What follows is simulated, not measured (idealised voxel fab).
process module | voxel spacer lines
cross-section cut | 225 nm wide | cells 5 nm
A cross-section is a grid of square cells, given in bands from the top down. A band is one or more rows of cells.
Each band's line starts with the height of the band's top and of its bottom, in nm. Then come its materials from left to right, each with its width in nm. One material with "throughout" fills the band from edge to edge. "air" is empty space.
Height 0 is the level under which the wafer as received is all one material. The lowest band goes on downwards, as in "0 down".
A width such as "30 to 40" changes by the same amount from each row of cells to the next, from the band's top row to its bottom row.
"no change" after a step means that no cell of the cross-section changed.
closed voids: empty space of 8 cells or more with no open way to the top, each as width x height at its distance from the left edge, in nm
after a step's settings: what the simulator itself notes on the step
overlay nm, on a step with a mask: how far to the right of its planned place the mask lay; to the left if negative
plan
1 op RECEIVE | material Si
2 op CONFORMAL_DEP | material Al2O3 | thk nm 10
3 op DIRECTIONAL_DEP | material polySi | thk nm 10
4 op DIRECTIONAL_DEP | material aC | thk nm 25
5 op PATTERN | tone cover | mask id MANDREL | material resist | width nm 25 | pitch nm 70 | thk nm 30 | overlay nm 0
6 op DIRECTIONAL_ETCH | etch materials aC | depth nm 25
7 op STRIP | etch materials resist
8 op CONFORMAL_DEP | material SiO2 | thk nm 10
9 op DIRECTIONAL_ETCH | etch materials SiO2 | depth nm 10
10 op STRIP | etch materials aC
11 op DIRECTIONAL_ETCH | etch materials polySi | depth nm 10
12 op STRIP | etch materials SiO2
as received, after step 1
  0 down: Si throughout
  closed voids: none
a wafer at the end: this start, this plan, one mistake
  20 to 10: air 65 | polySi 10 | air 25 | polySi 10 | air 25 | polySi 10 | air 25 | polySi 10 | air 45
  10 to 0: Al2O3 throughout
  0 down: Si throughout
  closed voids: none
what went wrong: step 5 ran as: op PATTERN | tone cover | mask id MANDREL | material resist | width nm 25 | pitch nm 70 | thk nm 30 | overlay nm 10
